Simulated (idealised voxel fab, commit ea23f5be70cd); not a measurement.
This is a process module. Its name is voxel transistor to metal.
In the cross-section labelled cut, the width is 285 nm and each square cell is 5 nm.
Heads up, the way a cross-section reads in here is a grid of square cells, handed over as bands from the top down, with every band being one or more rows of cells. Basically the band line says how high the top is and how high the bottom is, in nm, and then what's in it from left to right, every material with its width in nm. Empty space shows up as "empty", and if a single material carries "all across" it runs the full band edge to edge. The reference from which all heights are counted is 0, the level beneath which the as-received wafer is entirely one material; the lowest band, having no lower bound, proceeds downward and is written after the example "0..down". The notation "30->40" denotes a width that varies across the rows of cells in the band, beginning at the first number in the top row, finishing at the second number in the bottom row, and changing by an identical amount from each row to the next. No cell of the cross-section changed in a step that is given as "no change". Closed-off voids of 8+ cells (no open route to the top) go in "Enclosed internal cavities", written width x height at distance from the left edge, in nm. The remark found on a step's line after its settings is issued by the simulator itself and pertains to that step. overlay nm: right-of-plan distance of the mask on a masked step; negative values mean left-of-plan. So the way this works: pairs, before and after one process step. The after picture only goes down to the lowest band that actually changed, nothing below. Step and its settings are under each pair. And watch out, pairs might come from different runs of this module, same starting wafer though, so a pair only follows on from the one above if its "Prior to step" entry tells you so.
PRIOR TO STEP
* 120..85: lowk (25), then empty (15), then lowk (120), then empty (15), then lowk (110)
* 85..80: SiCN all across
* 80..60: SiO2 (25), then TiN (5), then Cu (5), then TiN (5), then SiO2 (65), then TiN (5), then Cu (5), then TiN (5), then SiO2 (40), then TiN (5), then Cu (5), then TiN (5), then SiO2 (65), then TiN (5), then Cu (5), then TiN (5), then SiO2 (30)
* 60..55: SiCN (25), then TiN (15), then SiCN (65), then TiN (15), then SiCN (40), then TiN (15), then SiCN (65), then TiN (15), then SiCN (30)
* 55..45: SiO2 (25), then TiN (5), then W (5), then TiN (5), then SiO2 (65), then TiN (5), then W (5), then TiN (5), then SiO2 (40), then TiN (5), then W (5), then TiN (5), then SiO2 (65), then TiN (5), then W (5), then TiN (5), then SiO2 (30)
* 45..30: SiO2 (25), then TiN (5), then W (5), then TiN (5), then SiO2 (15), then SiN (5), then SiO2 (5), then SiCN (15), then SiO2 (5), then SiN (5), then SiO2 (15), then TiN (5), then W (5), then TiN (5), then SiO2 (40), then TiN (5), then W (5), then TiN (5), then SiO2 (15), then SiN (5), then SiO2 (5), then SiCN (15), then SiO2 (5), then SiN (5), then SiO2 (15), then TiN (5), then W (5), then TiN (5), then SiO2 (30)
* 30..10: SiO2 (25), then TiN (5), then W (5), then TiN (5), then SiO2 (15), then SiN (5), then SiO2 (5), then polySi (15), then SiO2 (5), then SiN (5), then SiO2 (15), then TiN (5), then W (5), then TiN (5), then SiO2 (40), then TiN (5), then W (5), then TiN (5), then SiO2 (15), then SiN (5), then SiO2 (5), then polySi (15), then SiO2 (5), then SiN (5), then SiO2 (15), then TiN (5), then W (5), then TiN (5), then SiO2 (30)
* 10..5: SiO2 (25), then TiN (5), then W (5), then TiN (5), then pSi (15), then SiN (5), then SiO2 (5), then polySi (15), then SiO2 (5), then SiN (5), then pSi (15), then TiN (5), then W (5), then TiN (5), then SiO2 (40), then TiN (5), then W (5), then TiN (5), then pSi (15), then SiN (5), then SiO2 (5), then polySi (15), then SiO2 (5), then SiN (5), then pSi (15), then TiN (5), then W (5), then TiN (5), then SiO2 (30)
* 5..0: SiO2 (25), then TiN (15), then pSi (15), then SiN (5), then SiO2 (5), then polySi (15), then SiO2 (5), then SiN (5), then pSi (15), then TiN (15), then SiO2 (40), then TiN (15), then pSi (15), then SiN (5), then SiO2 (5), then polySi (15), then SiO2 (5), then SiN (5), then pSi (15), then TiN (15), then SiO2 (30)
* 0..-5: SiO2 (10), then pSi (45), then SiO2 (35), then pSi (45), then SiO2 (10), then pSi (45), then SiO2 (35), then pSi (45), then SiO2 (15)
* -5..-15: SiO2 (15), then pSi (40), then Si (35), then pSi (40), then SiO2 (20), then pSi (40), then Si (35), then pSi (40), then SiO2 (20)
* -15..-20: SiO2 (15), then Si (115), then SiO2 (20), then Si (115), then SiO2 (20)
* -20..down: Si all across
* Enclosed internal cavities: none
POST-STEP APPEARANCE
* 120..85: lowk (25), then empty (15), then lowk (120), then empty (15), then lowk (110)
* 85..80: SiCN (25), then empty (15), then SiCN (120), then empty (15), then SiCN (110)
* Everything below 80 is unchanged.
* Enclosed internal cavities: none
Step applied between the pre-step and post-step cross-sections shown above: MASKED_ETCH [tone open] [mask id METAL_2_HOLES] [width nm 15] [pitch nm 135] [etch materials SiCN] [depth nm 5] [overlay nm 0]
Prior to step: For the state before this step, see the after cross-section of the pair located directly above.
POST-STEP APPEARANCE
* 125..120: TiN (30), then empty (5), then TiN (130), then empty (5), then TiN (115)
* 120..85: lowk (25), then TiN (5), then empty (5), then TiN (5), then lowk (120), then TiN (5), then empty (5), then TiN (5), then lowk (110)
* 85..80: SiCN (25), then TiN (15), then SiCN (120), then TiN (15), then SiCN (110)
* Everything below 80 is unchanged.
* Enclosed internal cavities: none
Step applied between the pre-step and post-step cross-sections shown above: CONFORMAL_DEP [material TiN] [thk nm 5]
Prior to step: For the state before this step, see the after cross-section of the pair located directly above.
POST-STEP APPEARANCE
* 130..125: Ru all across
* 125..120: TiN (30), then Ru (5), then TiN (130), then Ru (5), then TiN (115)
* 120..85: lowk (25), then TiN (5), then Ru (5), then TiN (5), then lowk (120), then TiN (5), then Ru (5), then TiN (5), then lowk (110)
* Everything below 85 is unchanged.
* Enclosed internal cavities: none
Step applied between the pre-step and post-step cross-sections shown above: FILL_DEP [material Ru] [thk nm 5]
Prior to step: For the state before this step, see the after cross-section of the pair located directly above.
POST-STEP APPEARANCE
* 120..85: lowk (25), then TiN (5), then Ru (5), then TiN (5), then lowk (120), then TiN (5), then Ru (5), then TiN (5), then lowk (110)
* Everything below 85 is unchanged.
* Enclosed internal cavities: none
Step applied between the pre-step and post-step cross-sections shown above: CMP [height nm 120]
Prior to step: For the state before this step, see the after cross-section of the pair located directly above.
POST-STEP APPEARANCE
* 125..120: SiN all across
* Everything below 120 is unchanged.
* Enclosed internal cavities: none
Step applied between the pre-step and post-step cross-sections shown above: CONFORMAL_DEP [material SiN] [thk nm 5]
PRIOR TO STEP
* 90..80: aC all across
* 80..60: SiO2 all across
* 60..55: SiCN all across
* 55..45: SiO2 (25), then TiN (5), then W (5), then TiN (5), then SiO2 (65), then TiN (5), then W (5), then TiN (5), then SiO2 (40), then TiN (5), then W (5), then TiN (5), then SiO2 (65), then TiN (5), then W (5), then TiN (5), then SiO2 (30)
* 45..30: SiO2 (25), then TiN (5), then W (5), then TiN (5), then SiO2 (10), then SiN (5), then SiO2 (5), then SiCN (25), then SiO2 (5), then SiN (5), then SiO2 (10), then TiN (5), then W (5), then TiN (5), then SiO2 (40), then TiN (5), then W (5), then TiN (5), then SiO2 (10), then SiN (5), then SiO2 (5), then SiCN (25), then SiO2 (5), then SiN (5), then SiO2 (10), then TiN (5), then W (5), then TiN (5), then SiO2 (30)
* 30..15: SiO2 (25), then TiN (5), then W (5), then TiN (5), then SiO2 (10), then SiN (5), then SiO2 (5), then polySi (25), then SiO2 (5), then SiN (5), then SiO2 (10), then TiN (5), then W (5), then TiN (5), then SiO2 (40), then TiN (5), then W (5), then TiN (5), then SiO2 (10), then SiN (5), then SiO2 (5), then polySi (25), then SiO2 (5), then SiN (5), then SiO2 (10), then TiN (5), then W (5), then TiN (5), then SiO2 (30)
* 15..10: SiO2 (25), then TiN (15), then SiO2 (10), then SiN (5), then SiO2 (5), then polySi (25), then SiO2 (5), then SiN (5), then SiO2 (10), then TiN (15), then SiO2 (40), then TiN (15), then SiO2 (10), then SiN (5), then SiO2 (5), then polySi (25), then SiO2 (5), then SiN (5), then SiO2 (10), then TiN (15), then SiO2 (30)
* 10..0: SiO2 (25), then TiN (10), then pSi (15), then SiN (5), then SiO2 (5), then polySi (25), then SiO2 (5), then SiN (5), then pSi (15), then TiN (10), then SiO2 (40), then TiN (10), then pSi (15), then SiN (5), then SiO2 (5), then polySi (25), then SiO2 (5), then SiN (5), then pSi (15), then TiN (10), then SiO2 (30)
* 0..-5: SiO2 (10), then pSi (40), then SiO2 (45), then pSi (40), then SiO2 (10), then pSi (40), then SiO2 (45), then pSi (40), then SiO2 (15)
* -5..-15: SiO2 (15), then pSi (35), then Si (45), then pSi (35), then SiO2 (20), then pSi (35), then Si (45), then pSi (35), then SiO2 (20)
* -15..-20: SiO2 (15), then Si (115), then SiO2 (20), then Si (115), then SiO2 (20)
* -20..down: Si all across
* Enclosed internal cavities: none
POST-STEP APPEARANCE
* 120..90: resist (30), then empty (15), then resist (65), then empty (15), then resist (40), then empty (15), then resist (65), then empty (15), then resist (25)
* Everything below 90 is unchanged.
* Enclosed internal cavities: none
Step applied between the pre-step and post-step cross-sections shown above: PATTERN [tone open] [mask id METAL_1] [material resist] [width nm 15] [thk nm 30] [overlay nm 5]
Prior to step: For the state before this step, see the after cross-section of the pair located directly above.
POST-STEP APPEARANCE
* 110..90: resist (30), then empty (15), then resist (65), then empty (15), then resist (40), then empty (15), then resist (65), then empty (15), then resist (25)
* 90..80: aC (30), then empty (15), then aC (65), then empty (15), then aC (40), then empty (15), then aC (65), then empty (15), then aC (25)
* Everything below 80 is unchanged.
* Enclosed internal cavities: none
Step applied between the pre-step and post-step cross-sections shown above: DIRECTIONAL_ETCH [etch materials aC] [depth nm 10]
Prior to step: For the state before this step, see the after cross-section of the pair located directly above.
POST-STEP APPEARANCE
* 90..80: aC (30), then empty (15), then aC (65), then empty (15), then aC (40), then empty (15), then aC (65), then empty (15), then aC (25)
* Everything below 80 is unchanged.
* Enclosed internal cavities: none
Step applied between the pre-step and post-step cross-sections shown above: STRIP [etch materials resist]
Prior to step: For the state before this step, see the after cross-section of the pair located directly above.
POST-STEP APPEARANCE
* 90..80: aC (30), then empty (15), then aC (65), then empty (15), then aC (40), then empty (15), then aC (65), then empty (15), then aC (25)
* 80..60: SiO2 (30), then empty (15), then SiO2 (65), then empty (15), then SiO2 (40), then empty (15), then SiO2 (65), then empty (15), then SiO2 (25)
* Everything below 60 is unchanged.
* Enclosed internal cavities: none
Step applied between the pre-step and post-step cross-sections shown above: DIRECTIONAL_ETCH [etch materials SiO2] [depth nm 20]
Prior to step: For the state before this step, see the after cross-section of the pair located directly above.
POST-STEP APPEARANCE
* 90..80: aC (30), then empty (15), then aC (65), then empty (15), then aC (40), then empty (15), then aC (65), then empty (15), then aC (25)
* 80..60: SiO2 (30), then empty (15), then SiO2 (65), then empty (15), then SiO2 (40), then empty (15), then SiO2 (65), then empty (15), then SiO2 (25)
* 60..55: SiCN (30), then empty (15), then SiCN (65), then empty (15), then SiCN (40), then empty (15), then SiCN (65), then empty (15), then SiCN (25)
* Everything below 55 is unchanged.
* Enclosed internal cavities: none
Step applied between the pre-step and post-step cross-sections shown above: DIRECTIONAL_ETCH [etch materials SiCN] [depth nm 5]
Prior to step: For the state before this step, see the after cross-section of the pair located directly above.
POST-STEP APPEARANCE
* 80..60: SiO2 (30), then empty (15), then SiO2 (65), then empty (15), then SiO2 (40), then empty (15), then SiO2 (65), then empty (15), then SiO2 (25)
* Everything below 60 is unchanged.
* Enclosed internal cavities: none
Step applied between the pre-step and post-step cross-sections shown above: STRIP [etch materials aC]
Prior to step: For the state before this step, see the after cross-section of the pair located directly above.
POST-STEP APPEARANCE
* 85..80: TiN (35), then empty (5), then TiN (75), then empty (5), then TiN (50), then empty (5), then TiN (75), then empty (5), then TiN (30)
* 80..60: SiO2 (30), then TiN (5), then empty (5), then TiN (5), then SiO2 (65), then TiN (5), then empty (5), then TiN (5), then SiO2 (40), then TiN (5), then empty (5), then TiN (5), then SiO2 (65), then TiN (5), then empty (5), then TiN (5), then SiO2 (25)
* 60..55: SiCN (30), then TiN (15), then SiCN (65), then TiN (15), then SiCN (40), then TiN (15), then SiCN (65), then TiN (15), then SiCN (25)
* Everything below 55 is unchanged.
* Enclosed internal cavities: none
Step applied between the pre-step and post-step cross-sections shown above: CONFORMAL_DEP [material TiN] [thk nm 5]
Prior to step: For the state before this step, see the after cross-section of the pair located directly above.
POST-STEP APPEARANCE
* 90..85: Cu all across
* 85..80: TiN (35), then Cu (5), then TiN (75), then Cu (5), then TiN (50), then Cu (5), then TiN (75), then Cu (5), then TiN (30)
* 80..60: SiO2 (30), then TiN (5), then Cu (5), then TiN (5), then SiO2 (65), then TiN (5), then Cu (5), then TiN (5), then SiO2 (40), then TiN (5), then Cu (5), then TiN (5), then SiO2 (65), then TiN (5), then Cu (5), then TiN (5), then SiO2 (25)
* Everything below 60 is unchanged.
* Enclosed internal cavities: none
Step applied between the pre-step and post-step cross-sections shown above: FILL_DEP [material Cu] [thk nm 5]
Prior to step: For the state before this step, see the after cross-section of the pair located directly above.
POST-STEP APPEARANCE
* 80..60: SiO2 (30), then TiN (5), then Cu (5), then TiN (5), then SiO2 (65), then TiN (5), then Cu (5), then TiN (5), then SiO2 (40), then TiN (5), then Cu (5), then TiN (5), then SiO2 (65), then TiN (5), then Cu (5), then TiN (5), then SiO2 (25)
* Everything below 60 is unchanged.
* Enclosed internal cavities: none
Step applied between the pre-step and post-step cross-sections shown above: CMP [height nm 80]
Prior to step: For the state before this step, see the after cross-section of the pair located directly above.
POST-STEP APPEARANCE
* 85..80: SiCN all across
* Everything below 80 is unchanged.
* Enclosed internal cavities: none
Step applied between the pre-step and post-step cross-sections shown above: CONFORMAL_DEP [material SiCN] [thk nm 5]
Prior to step: For the state before this step, see the after cross-section of the pair located directly above.
POST-STEP APPEARANCE
* 120..85: lowk all across
* Everything below 85 is unchanged.
* Enclosed internal cavities: none
Step applied between the pre-step and post-step cross-sections shown above: DIRECTIONAL_DEP [material lowk] [thk nm 35]
Prior to step: For the state before this step, see the after cross-section of the pair located directly above.
POST-STEP APPEARANCE
* 135..120: resist (25), then empty (15), then resist (120), then empty (15), then resist (110)
* Everything below 120 is unchanged.
* Enclosed internal cavities: none
Step applied between the pre-step and post-step cross-sections shown above: PATTERN [tone open] [mask id METAL_2] [material resist] [width nm 15] [pitch nm 135] [thk nm 15] [overlay nm 0]
Prior to step: For the state before this step, see the after cross-section of the pair located directly above.
POST-STEP APPEARANCE
* 135..120: resist (25), then empty (15), then resist (120), then empty (15), then resist (110)
* 120..100: lowk (25), then empty (15), then lowk (120), then empty (15), then lowk (110)
* Everything below 100 is unchanged.
* Enclosed internal cavities: none
Step applied between the pre-step and post-step cross-sections shown above: DIRECTIONAL_ETCH [etch materials lowk] [depth nm 20]
Prior to step: For the state before this step, see the after cross-section of the pair located directly above.
POST-STEP APPEARANCE
* 120..100: lowk (25), then empty (15), then lowk (120), then empty (15), then lowk (110)
* Everything below 100 is unchanged.
* Enclosed internal cavities: none
Step applied between the pre-step and post-step cross-sections shown above: STRIP [etch materials resist]
Prior to step: For the state before this step, see the after cross-section of the pair located directly above.
POST-STEP APPEARANCE
* 120..85: lowk (25), then empty (15), then lowk (120), then empty (15), then lowk (110)
* Everything below 85 is unchanged.
* Enclosed internal cavities: none
Step applied between the pre-step and post-step cross-sections shown above: MASKED_ETCH [tone open] [mask id METAL_2_HOLES] [width nm 15] [pitch nm 135] [etch materials lowk] [depth nm 15] [overlay nm 0]
Prior to step: For the state before this step, see the after cross-section of the pair located directly above.
POST-STEP APPEARANCE
* 120..85: lowk (25), then empty (15), then lowk (120), then empty (15), then lowk (110)
* 85..80: SiCN (25), then empty (15), then SiCN (120), then empty (15), then SiCN (110)
* Everything below 80 is unchanged.
* Enclosed internal cavities: none
Step applied between the pre-step and post-step cross-sections shown above: MASKED_ETCH [tone open] [mask id METAL_2_HOLES] [width nm 15] [pitch nm 135] [etch materials SiCN] [depth nm 5] [overlay nm 0]
Prior to step: For the state before this step, see the after cross-section of the pair located directly above.
POST-STEP APPEARANCE
* 125..120: TiN (30), then empty (5), then TiN (130), then empty (5), then TiN (115)
* 120..85: lowk (25), then TiN (5), then empty (5), then TiN (5), then lowk (120), then TiN (5), then empty (5), then TiN (5), then lowk (110)
* 85..80: SiCN (25), then TiN (15), then SiCN (120), then TiN (15), then SiCN (110)
* Everything below 80 is unchanged.
* Enclosed internal cavities: none
Step applied between the pre-step and post-step cross-sections shown above: CONFORMAL_DEP [material TiN] [thk nm 5]
Prior to step: For the state before this step, see the after cross-section of the pair located directly above.
POST-STEP APPEARANCE
* 130..125: Ru all across
* 125..120: TiN (30), then Ru (5), then TiN (130), then Ru (5), then TiN (115)
* 120..85: lowk (25), then TiN (5), then Ru (5), then TiN (5), then lowk (120), then TiN (5), then Ru (5), then TiN (5), then lowk (110)
* Everything below 85 is unchanged.
* Enclosed internal cavities: none
Step applied between the pre-step and post-step cross-sections shown above: FILL_DEP [material Ru] [thk nm 5]
Prior to step: For the state before this step, see the after cross-section of the pair located directly above.
POST-STEP APPEARANCE
* 120..85: lowk (25), then TiN (5), then Ru (5), then TiN (5), then lowk (120), then TiN (5), then Ru (5), then TiN (5), then lowk (110)
* Everything below 85 is unchanged.
* Enclosed internal cavities: none
Step applied between the pre-step and post-step cross-sections shown above: CMP [height nm 120]
Prior to step: For the state before this step, see the after cross-section of the pair located directly above.
POST-STEP APPEARANCE
* 125..120: SiN all across
* Everything below 120 is unchanged.
* Enclosed internal cavities: none
Step applied between the pre-step and post-step cross-sections shown above: CONFORMAL_DEP [material SiN] [thk nm 5]
PRIOR TO STEP
* 55..45: SiO2 (25), then empty (15), then SiO2 (65), then empty (15), then SiO2 (40), then empty (15), then SiO2 (65), then empty (15), then SiO2 (30)
* 45..30: SiO2 (25), then empty (15), then SiO2 (10), then SiN (5), then SiO2 (5), then SiCN (25), then SiO2 (5), then SiN (5), then SiO2 (10), then empty (15), then SiO2 (40), then empty (15), then SiO2 (10), then SiN (5), then SiO2 (5), then SiCN (25), then SiO2 (5), then SiN (5), then SiO2 (10), then empty (15), then SiO2 (30)
* 30..10: SiO2 (25), then empty (15), then SiO2 (10), then SiN (5), then SiO2 (5), then polySi (25), then SiO2 (5), then SiN (5), then SiO2 (10), then empty (15), then SiO2 (40), then empty (15), then SiO2 (10), then SiN (5), then SiO2 (5), then polySi (25), then SiO2 (5), then SiN (5), then SiO2 (10), then empty (15), then SiO2 (30)
* 10..0: SiO2 (25), then empty (10), then pSi (15), then SiN (5), then SiO2 (5), then polySi (25), then SiO2 (5), then SiN (5), then pSi (15), then empty (10), then SiO2 (40), then empty (10), then pSi (15), then SiN (5), then SiO2 (5), then polySi (25), then SiO2 (5), then SiN (5), then pSi (15), then empty (10), then SiO2 (30)
* 0..-5: SiO2 (10), then pSi (40), then SiO2 (45), then pSi (40), then SiO2 (10), then pSi (40), then SiO2 (45), then pSi (40), then SiO2 (15)
* -5..-15: SiO2 (15), then pSi (35), then Si (45), then pSi (35), then SiO2 (20), then pSi (35), then Si (45), then pSi (35), then SiO2 (20)
* -15..-20: SiO2 (15), then Si (115), then SiO2 (20), then Si (115), then SiO2 (20)
* -20..down: Si all across
* Enclosed internal cavities: none
POST-STEP APPEARANCE
* 60..55: SiN (30), then empty (5), then SiN (75), then empty (5), then SiN (50), then empty (5), then SiN (75), then empty (5), then SiN (35)
* 55..45: SiO2 (25), then SiN (5), then empty (5), then SiN (5), then SiO2 (65), then SiN (5), then empty (5), then SiN (5), then SiO2 (40), then SiN (5), then empty (5), then SiN (5), then SiO2 (65), then SiN (5), then empty (5), then SiN (5), then SiO2 (30)
* 45..30: SiO2 (25), then SiN (5), then empty (5), then SiN (5), then SiO2 (10), then SiN (5), then SiO2 (5), then SiCN (25), then SiO2 (5), then SiN (5), then SiO2 (10), then SiN (5), then empty (5), then SiN (5), then SiO2 (40), then SiN (5), then empty (5), then SiN (5), then SiO2 (10), then SiN (5), then SiO2 (5), then SiCN (25), then SiO2 (5), then SiN (5), then SiO2 (10), then SiN (5), then empty (5), then SiN (5), then SiO2 (30)
* 30..15: SiO2 (25), then SiN (5), then empty (5), then SiN (5), then SiO2 (10), then SiN (5), then SiO2 (5), then polySi (25), then SiO2 (5), then SiN (5), then SiO2 (10), then SiN (5), then empty (5), then SiN (5), then SiO2 (40), then SiN (5), then empty (5), then SiN (5), then SiO2 (10), then SiN (5), then SiO2 (5), then polySi (25), then SiO2 (5), then SiN (5), then SiO2 (10), then SiN (5), then empty (5), then SiN (5), then SiO2 (30)
* 15..10: SiO2 (25), then SiN (15), then SiO2 (10), then SiN (5), then SiO2 (5), then polySi (25), then SiO2 (5), then SiN (5), then SiO2 (10), then SiN (15), then SiO2 (40), then SiN (15), then SiO2 (10), then SiN (5), then SiO2 (5), then polySi (25), then SiO2 (5), then SiN (5), then SiO2 (10), then SiN (15), then SiO2 (30)
* 10..0: SiO2 (25), then SiN (10), then pSi (15), then SiN (5), then SiO2 (5), then polySi (25), then SiO2 (5), then SiN (5), then pSi (15), then SiN (10), then SiO2 (40), then SiN (10), then pSi (15), then SiN (5), then SiO2 (5), then polySi (25), then SiO2 (5), then SiN (5), then pSi (15), then SiN (10), then SiO2 (30)
* Everything below 0 is unchanged.
* Enclosed internal cavities: none
Step applied between the pre-step and post-step cross-sections shown above: CONFORMAL_DEP [material SiN] [thk nm 5]
Prior to step: For the state before this step, see the after cross-section of the pair located directly above.
POST-STEP APPEARANCE
* 70..60: W all across
* 60..55: SiN (30), then W (5), then SiN (75), then W (5), then SiN (50), then W (5), then SiN (75), then W (5), then SiN (35)
* 55..45: SiO2 (25), then SiN (5), then W (5), then SiN (5), then SiO2 (65), then SiN (5), then W (5), then SiN (5), then SiO2 (40), then SiN (5), then W (5), then SiN (5), then SiO2 (65), then SiN (5), then W (5), then SiN (5), then SiO2 (30)
* 45..30: SiO2 (25), then SiN (5), then W (5), then SiN (5), then SiO2 (10), then SiN (5), then SiO2 (5), then SiCN (25), then SiO2 (5), then SiN (5), then SiO2 (10), then SiN (5), then W (5), then SiN (5), then SiO2 (40), then SiN (5), then W (5), then SiN (5), then SiO2 (10), then SiN (5), then SiO2 (5), then SiCN (25), then SiO2 (5), then SiN (5), then SiO2 (10), then SiN (5), then W (5), then SiN (5), then SiO2 (30)
* 30..15: SiO2 (25), then SiN (5), then W (5), then SiN (5), then SiO2 (10), then SiN (5), then SiO2 (5), then polySi (25), then SiO2 (5), then SiN (5), then SiO2 (10), then SiN (5), then W (5), then SiN (5), then SiO2 (40), then SiN (5), then W (5), then SiN (5), then SiO2 (10), then SiN (5), then SiO2 (5), then polySi (25), then SiO2 (5), then SiN (5), then SiO2 (10), then SiN (5), then W (5), then SiN (5), then SiO2 (30)
* Everything below 15 is unchanged.
* Enclosed internal cavities: none
Step applied between the pre-step and post-step cross-sections shown above: FILL_DEP [material W] [thk nm 10]
Prior to step: For the state before this step, see the after cross-section of the pair located directly above.
POST-STEP APPEARANCE
* 55..45: SiO2 (25), then SiN (5), then W (5), then SiN (5), then SiO2 (65), then SiN (5), then W (5), then SiN (5), then SiO2 (40), then SiN (5), then W (5), then SiN (5), then SiO2 (65), then SiN (5), then W (5), then SiN (5), then SiO2 (30)
* Everything below 45 is unchanged.
* Enclosed internal cavities: none
Step applied between the pre-step and post-step cross-sections shown above: CMP [height nm 55]
Prior to step: For the state before this step, see the after cross-section of the pair located directly above.
POST-STEP APPEARANCE
* 60..55: SiCN all across
* Everything below 55 is unchanged.
* Enclosed internal cavities: none
Step applied between the pre-step and post-step cross-sections shown above: CONFORMAL_DEP [material SiCN] [thk nm 5]
Prior to step: For the state before this step, see the after cross-section of the pair located directly above.
POST-STEP APPEARANCE
* 80..60: SiO2 all across
* Everything below 60 is unchanged.
* Enclosed internal cavities: none
Step applied between the pre-step and post-step cross-sections shown above: DIRECTIONAL_DEP [material SiO2] [thk nm 20]
Prior to step: For the state before this step, see the after cross-section of the pair located directly above.
POST-STEP APPEARANCE
* 90..80: aC all across
* Everything below 80 is unchanged.
* Enclosed internal cavities: none
Step applied between the pre-step and post-step cross-sections shown above: DIRECTIONAL_DEP [material aC] [thk nm 10]
Prior to step: For the state before this step, see the after cross-section of the pair located directly above.
POST-STEP APPEARANCE
* 120..90: resist (25), then empty (15), then resist (65), then empty (15), then resist (40), then empty (15), then resist (65), then empty (15), then resist (30)
* Everything below 90 is unchanged.
* Enclosed internal cavities: none
Step applied between the pre-step and post-step cross-sections shown above: PATTERN [tone open] [mask id METAL_1] [material resist] [width nm 15] [thk nm 30] [overlay nm 0]
Prior to step: For the state before this step, see the after cross-section of the pair located directly above.
POST-STEP APPEARANCE
* 110..90: resist (25), then empty (15), then resist (65), then empty (15), then resist (40), then empty (15), then resist (65), then empty (15), then resist (30)
* 90..80: aC (25), then empty (15), then aC (65), then empty (15), then aC (40), then empty (15), then aC (65), then empty (15), then aC (30)
* Everything below 80 is unchanged.
* Enclosed internal cavities: none
Step applied between the pre-step and post-step cross-sections shown above: DIRECTIONAL_ETCH [etch materials aC] [depth nm 10]
Prior to step: For the state before this step, see the after cross-section of the pair located directly above.
POST-STEP APPEARANCE
* 90..80: aC (25), then empty (15), then aC (65), then empty (15), then aC (40), then empty (15), then aC (65), then empty (15), then aC (30)
* Everything below 80 is unchanged.
* Enclosed internal cavities: none
Step applied between the pre-step and post-step cross-sections shown above: STRIP [etch materials resist]
Prior to step: For the state before this step, see the after cross-section of the pair located directly above.
POST-STEP APPEARANCE
* 90..80: aC (25), then empty (15), then aC (65), then empty (15), then aC (40), then empty (15), then aC (65), then empty (15), then aC (30)
* 80..60: SiO2 (25), then empty (15), then SiO2 (65), then empty (15), then SiO2 (40), then empty (15), then SiO2 (65), then empty (15), then SiO2 (30)
* Everything below 60 is unchanged.
* Enclosed internal cavities: none
Step applied between the pre-step and post-step cross-sections shown above: DIRECTIONAL_ETCH [etch materials SiO2] [depth nm 20]
Prior to step: For the state before this step, see the after cross-section of the pair located directly above.
POST-STEP APPEARANCE
* 90..80: aC (25), then empty (15), then aC (65), then empty (15), then aC (40), then empty (15), then aC (65), then empty (15), then aC (30)
* 80..60: SiO2 (25), then empty (15), then SiO2 (65), then empty (15), then SiO2 (40), then empty (15), then SiO2 (65), then empty (15), then SiO2 (30)
* 60..55: SiCN (25), then empty (15), then SiCN (65), then empty (15), then SiCN (40), then empty (15), then SiCN (65), then empty (15), then SiCN (30)
* Everything below 55 is unchanged.
* Enclosed internal cavities: none
Step applied between the pre-step and post-step cross-sections shown above: DIRECTIONAL_ETCH [etch materials SiCN] [depth nm 5]
Prior to step: For the state before this step, see the after cross-section of the pair located directly above.
POST-STEP APPEARANCE
* 80..60: SiO2 (25), then empty (15), then SiO2 (65), then empty (15), then SiO2 (40), then empty (15), then SiO2 (65), then empty (15), then SiO2 (30)
* Everything below 60 is unchanged.
* Enclosed internal cavities: none
Step applied between the pre-step and post-step cross-sections shown above: STRIP [etch materials aC]
Prior to step: For the state before this step, see the after cross-section of the pair located directly above.
POST-STEP APPEARANCE
* 85..80: TiN (30), then empty (5), then TiN (75), then empty (5), then TiN (50), then empty (5), then TiN (75), then empty (5), then TiN (35)
* 80..60: SiO2 (25), then TiN (5), then empty (5), then TiN (5), then SiO2 (65), then TiN (5), then empty (5), then TiN (5), then SiO2 (40), then TiN (5), then empty (5), then TiN (5), then SiO2 (65), then TiN (5), then empty (5), then TiN (5), then SiO2 (30)
* 60..55: SiCN (25), then TiN (15), then SiCN (65), then TiN (15), then SiCN (40), then TiN (15), then SiCN (65), then TiN (15), then SiCN (30)
* Everything below 55 is unchanged.
* Enclosed internal cavities: none
Step applied between the pre-step and post-step cross-sections shown above: CONFORMAL_DEP [material TiN] [thk nm 5]
Prior to step: For the state before this step, see the after cross-section of the pair located directly above.
POST-STEP APPEARANCE
* 90..85: Cu all across
* 85..80: TiN (30), then Cu (5), then TiN (75), then Cu (5), then TiN (50), then Cu (5), then TiN (75), then Cu (5), then TiN (35)
* 80..60: SiO2 (25), then TiN (5), then Cu (5), then TiN (5), then SiO2 (65), then TiN (5), then Cu (5), then TiN (5), then SiO2 (40), then TiN (5), then Cu (5), then TiN (5), then SiO2 (65), then TiN (5), then Cu (5), then TiN (5), then SiO2 (30)
* Everything below 60 is unchanged.
* Enclosed internal cavities: none
Step applied between the pre-step and post-step cross-sections shown above: FILL_DEP [material Cu] [thk nm 5]
Prior to step: For the state before this step, see the after cross-section of the pair located directly above.
POST-STEP APPEARANCE
* 80..60: SiO2 (25), then TiN (5), then Cu (5), then TiN (5), then SiO2 (65), then TiN (5), then Cu (5), then TiN (5), then SiO2 (40), then TiN (5), then Cu (5), then TiN (5), then SiO2 (65), then TiN (5), then Cu (5), then TiN (5), then SiO2 (30)
* Everything below 60 is unchanged.
* Enclosed internal cavities: none
Step applied between the pre-step and post-step cross-sections shown above: CMP [height nm 80]
Prior to step: For the state before this step, see the after cross-section of the pair located directly above.
POST-STEP APPEARANCE
* 85..80: SiCN all across
* Everything below 80 is unchanged.
* Enclosed internal cavities: none
Step applied between the pre-step and post-step cross-sections shown above: CONFORMAL_DEP [material SiCN] [thk nm 5]
Prior to step: For the state before this step, see the after cross-section of the pair located directly above.
POST-STEP APPEARANCE
* 120..85: lowk all across
* Everything below 85 is unchanged.
* Enclosed internal cavities: none
Step applied between the pre-step and post-step cross-sections shown above: DIRECTIONAL_DEP [material lowk] [thk nm 35]
Prior to step: For the state before this step, see the after cross-section of the pair located directly above.
POST-STEP APPEARANCE
* 135..120: resist (25), then empty (15), then resist (120), then empty (15), then resist (110)
* Everything below 120 is unchanged.
* Enclosed internal cavities: none
Step applied between the pre-step and post-step cross-sections shown above: PATTERN [tone open] [mask id METAL_2] [material resist] [width nm 15] [pitch nm 135] [thk nm 15] [overlay nm 0]
Prior to step: For the state before this step, see the after cross-section of the pair located directly above.
POST-STEP APPEARANCE
* 135..120: resist (25), then empty (15), then resist (120), then empty (15), then resist (110)
* 120..100: lowk (25), then empty (15), then lowk (120), then empty (15), then lowk (110)
* Everything below 100 is unchanged.
* Enclosed internal cavities: none
Step applied between the pre-step and post-step cross-sections shown above: DIRECTIONAL_ETCH [etch materials lowk] [depth nm 20]
Prior to step: For the state before this step, see the after cross-section of the pair located directly above.
POST-STEP APPEARANCE
* 120..100: lowk (25), then empty (15), then lowk (120), then empty (15), then lowk (110)
* Everything below 100 is unchanged.
* Enclosed internal cavities: none
Step applied between the pre-step and post-step cross-sections shown above: STRIP [etch materials resist]
